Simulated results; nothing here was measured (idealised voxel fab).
process module | voxel gate over fins
cross-section cut | 295 nm wide | cells 5 nm
A cross-section is a grid of square cells, given in bands from the top down. A band is one or more rows of cells.
Each band's line starts with the height of the band's top and of its bottom, in nm. Then come its materials from left to right, each with its width in nm. One material with "throughout" fills the band from edge to edge. "air" is empty space.
Height 0 is the level under which the wafer as received is all one material. The lowest band goes on downwards, as in "0 down".
A width such as "30 to 40" changes by the same amount from each row of cells to the next, from the band's top row to its bottom row.
"no change" after a step means that no cell of the cross-section changed.
closed voids: empty space of 8 cells or more with no open way to the top, each as width x height at its distance from the left edge, in nm
after a step's settings: what the simulator itself notes on the step
overlay nm, on a step with a mask: how far to the right of its planned place the mask lay; to the left if negative
plan
1 op RECEIVE | material Si
2 op CONFORMAL_DEP | material SiN | thk nm 5
3 op MASKED_ETCH | tone cover | mask id FINS | width nm 15 | pitch nm 40 | etch materials SiN | depth nm 5 | overlay nm 0
4 op MASKED_ETCH | tone cover | mask id FINS | width nm 15 | pitch nm 40 | etch materials Si | depth nm 30 | overlay nm 0
5 op FILL_DEP | material SiO2 | thk nm 5
6 op CMP | height nm 5
7 op SELECTIVE_ETCH | etch materials SiO2 | depth nm 20
8 op STRIP | etch materials SiN
9 op CONFORMAL_DEP | material HfO2 | thk nm 5
10 op CONFORMAL_DEP | material TiN | thk nm 5
11 op CONFORMAL_DEP | material TiAl | thk nm 5
12 op CONFORMAL_DEP | material TiN | thk nm 5
13 op FILL_DEP | material W | thk nm 15
14 op CMP | height nm 30
15 op CONFORMAL_DEP | material SiN | thk nm 5
first wafer, as planned
as received, after step 1
  0 down: Si throughout
  closed voids: none
after step 2
  5 to 0: SiN throughout
  below 0: unchanged
after step 3
  5 to 0: air 80 | SiN 15 | air 25 | SiN 15 | air 25 | SiN 15 | air 25 | SiN 15 | air 80
  below 0: unchanged
after step 4
  5 to 0: air 80 | SiN 15 | air 25 | SiN 15 | air 25 | SiN 15 | air 25 | SiN 15 | air 80
  0 to -30: air 80 | Si 15 | air 25 | Si 15 | air 25 | Si 15 | air 25 | Si 15 | air 80
  below -30: unchanged
after step 5
  10 to 5: SiO2 throughout
  5 to 0: SiO2 80 | SiN 15 | SiO2 25 | SiN 15 | SiO2 25 | SiN 15 | SiO2 25 | SiN 15 | SiO2 80
  0 to -30: SiO2 80 | Si 15 | SiO2 25 | Si 15 | SiO2 25 | Si 15 | SiO2 25 | Si 15 | SiO2 80
  below -30: unchanged
after step 6
  5 to 0: SiO2 80 | SiN 15 | SiO2 25 | SiN 15 | SiO2 25 | SiN 15 | SiO2 25 | SiN 15 | SiO2 80
  below 0: unchanged
after step 7
  5 to 0: air 80 | SiN 15 | air 25 | SiN 15 | air 25 | SiN 15 | air 25 | SiN 15 | air 80
  0 to -15: air 80 | Si 15 | air 25 | Si 15 | air 25 | Si 15 | air 25 | Si 15 | air 80
  below -15: unchanged
after step 8
  0 to -15: air 80 | Si 15 | air 25 | Si 15 | air 25 | Si 15 | air 25 | Si 15 | air 80
  below -15: unchanged
after step 9
  5 to 0: air 75 | HfO2 25 | air 15 | HfO2 25 | air 15 | HfO2 25 | air 15 | HfO2 25 | air 75
  0 to -10: air 75 | HfO2 5 | Si 15 | HfO2 5 | air 15 | HfO2 5 | Si 15 | HfO2 5 | air 15 | HfO2 5 | Si 15 | HfO2 5 | air 15 | HfO2 5 | Si 15 | HfO2 5 | air 75
  -10 to -15: HfO2 80 | Si 15 | HfO2 25 | Si 15 | HfO2 25 | Si 15 | HfO2 25 | Si 15 | HfO2 80
  below -15: unchanged
after step 10
  10 to 5: air 70 | TiN 35 | air 5 | TiN 35 | air 5 | TiN 35 | air 5 | TiN 35 | air 70
  5 to 0: air 70 | TiN 5 | HfO2 25 | TiN 5 | air 5 | TiN 5 | HfO2 25 | TiN 5 | air 5 | TiN 5 | HfO2 25 | TiN 5 | air 5 | TiN 5 | HfO2 25 | TiN 5 | air 70
  0 to -5: air 70 | TiN 5 | HfO2 5 | Si 15 | HfO2 5 | TiN 5 | air 5 | TiN 5 | HfO2 5 | Si 15 | HfO2 5 | TiN 5 | air 5 | TiN 5 | HfO2 5 | Si 15 | HfO2 5 | TiN 5 | air 5 | TiN 5 | HfO2 5 | Si 15 | HfO2 5 | TiN 5 | air 70
  -5 to -10: TiN 75 | HfO2 5 | Si 15 | HfO2 5 | TiN 15 | HfO2 5 | Si 15 | HfO2 5 | TiN 15 | HfO2 5 | Si 15 | HfO2 5 | TiN 15 | HfO2 5 | Si 15 | HfO2 5 | TiN 75
  below -10: unchanged
after step 11
  15 to 10: air 65 | TiAl 165 | air 65
  10 to 5: air 65 | TiAl 5 | TiN 35 | TiAl 5 | TiN 35 | TiAl 5 | TiN 35 | TiAl 5 | TiN 35 | TiAl 5 | air 65
  5 to 0: air 65 | TiAl 5 | TiN 5 | HfO2 25 | TiN 5 | TiAl 5 | TiN 5 | HfO2 25 | TiN 5 | TiAl 5 | TiN 5 | HfO2 25 | TiN 5 | TiAl 5 | TiN 5 | HfO2 25 | TiN 5 | TiAl 5 | air 65
  0 to -5: TiAl 70 | TiN 5 | HfO2 5 | Si 15 | HfO2 5 | TiN 5 | TiAl 5 | TiN 5 | HfO2 5 | Si 15 | HfO2 5 | TiN 5 | TiAl 5 | TiN 5 | HfO2 5 | Si 15 | HfO2 5 | TiN 5 | TiAl 5 | TiN 5 | HfO2 5 | Si 15 | HfO2 5 | TiN 5 | TiAl 70
  below -5: unchanged
after step 12
  20 to 15: air 60 | TiN 175 | air 60
  15 to 10: air 60 | TiN 5 | TiAl 165 | TiN 5 | air 60
  10 to 5: air 60 | TiN 5 | TiAl 5 | TiN 35 | TiAl 5 | TiN 35 | TiAl 5 | TiN 35 | TiAl 5 | TiN 35 | TiAl 5 | TiN 5 | air 60
  5 to 0: TiN 65 | TiAl 5 | TiN 5 | HfO2 25 | TiN 5 | TiAl 5 | TiN 5 | HfO2 25 | TiN 5 | TiAl 5 | TiN 5 | HfO2 25 | TiN 5 | TiAl 5 | TiN 5 | HfO2 25 | TiN 5 | TiAl 5 | TiN 65
  below 0: unchanged
after step 13
  35 to 20: W throughout
  20 to 15: W 60 | TiN 175 | W 60
  15 to 10: W 60 | TiN 5 | TiAl 165 | TiN 5 | W 60
  10 to 5: W 60 | TiN 5 | TiAl 5 | TiN 35 | TiAl 5 | TiN 35 | TiAl 5 | TiN 35 | TiAl 5 | TiN 35 | TiAl 5 | TiN 5 | W 60
  below 5: unchanged
after step 14
  30 to 20: W throughout
  below 20: unchanged
after step 15
  35 to 30: SiN throughout
  below 30: unchanged
second wafer: like start, like plan, one mistake. Through step 8 it matches the first wafer
when step 9 should have ended
  15 to 0: air 65 | HfO2 165 | air 65
  0 to -15: HfO2 80 | Si 15 | HfO2 25 | Si 15 | HfO2 25 | Si 15 | HfO2 25 | Si 15 | HfO2 80
  below -15: unchanged
when step 10 should have ended
  20 to 15: air 60 | TiN 175 | air 60
  15 to 5: air 60 | TiN 5 | HfO2 165 | TiN 5 | air 60
  5 to 0: TiN 65 | HfO2 165 | TiN 65
  below 0: unchanged
when step 11 should have ended
  25 to 20: air 55 | TiAl 185 | air 55
  20 to 15: air 55 | TiAl 5 | TiN 175 | TiAl 5 | air 55
  15 to 10: air 55 | TiAl 5 | TiN 5 | HfO2 165 | TiN 5 | TiAl 5 | air 55
  10 to 5: TiAl 60 | TiN 5 | HfO2 165 | TiN 5 | TiAl 60
  below 5: unchanged
when step 12 should have ended
  30 to 25: air 50 | TiN 195 | air 50
  25 to 20: air 50 | TiN 5 | TiAl 185 | TiN 5 | air 50
  20 to 15: air 50 | TiN 5 | TiAl 5 | TiN 175 | TiAl 5 | TiN 5 | air 50
  15 to 10: TiN 55 | TiAl 5 | TiN 5 | HfO2 165 | TiN 5 | TiAl 5 | TiN 55
  below 10: unchanged
when step 13 should have ended
  45 to 30: W throughout
  30 to 25: W 50 | TiN 195 | W 50
  25 to 20: W 50 | TiN 5 | TiAl 185 | TiN 5 | W 50
  20 to 15: W 50 | TiN 5 | TiAl 5 | TiN 175 | TiAl 5 | TiN 5 | W 50
  below 15: unchanged
when step 14 should have ended
  30 to 25: W 50 | TiN 195 | W 50
  below 25: unchanged
when step 15 should have ended
  35 to 30: SiN throughout
  below 30: unchanged
what went wrong: step 9 ran as: op CONFORMAL_DEP | material HfO2 | thk nm 15
at the end the second wafer has, in cells: 157 more of HfO2 | 9 fewer of TiAl | 18 fewer of TiN | 130 fewer of W
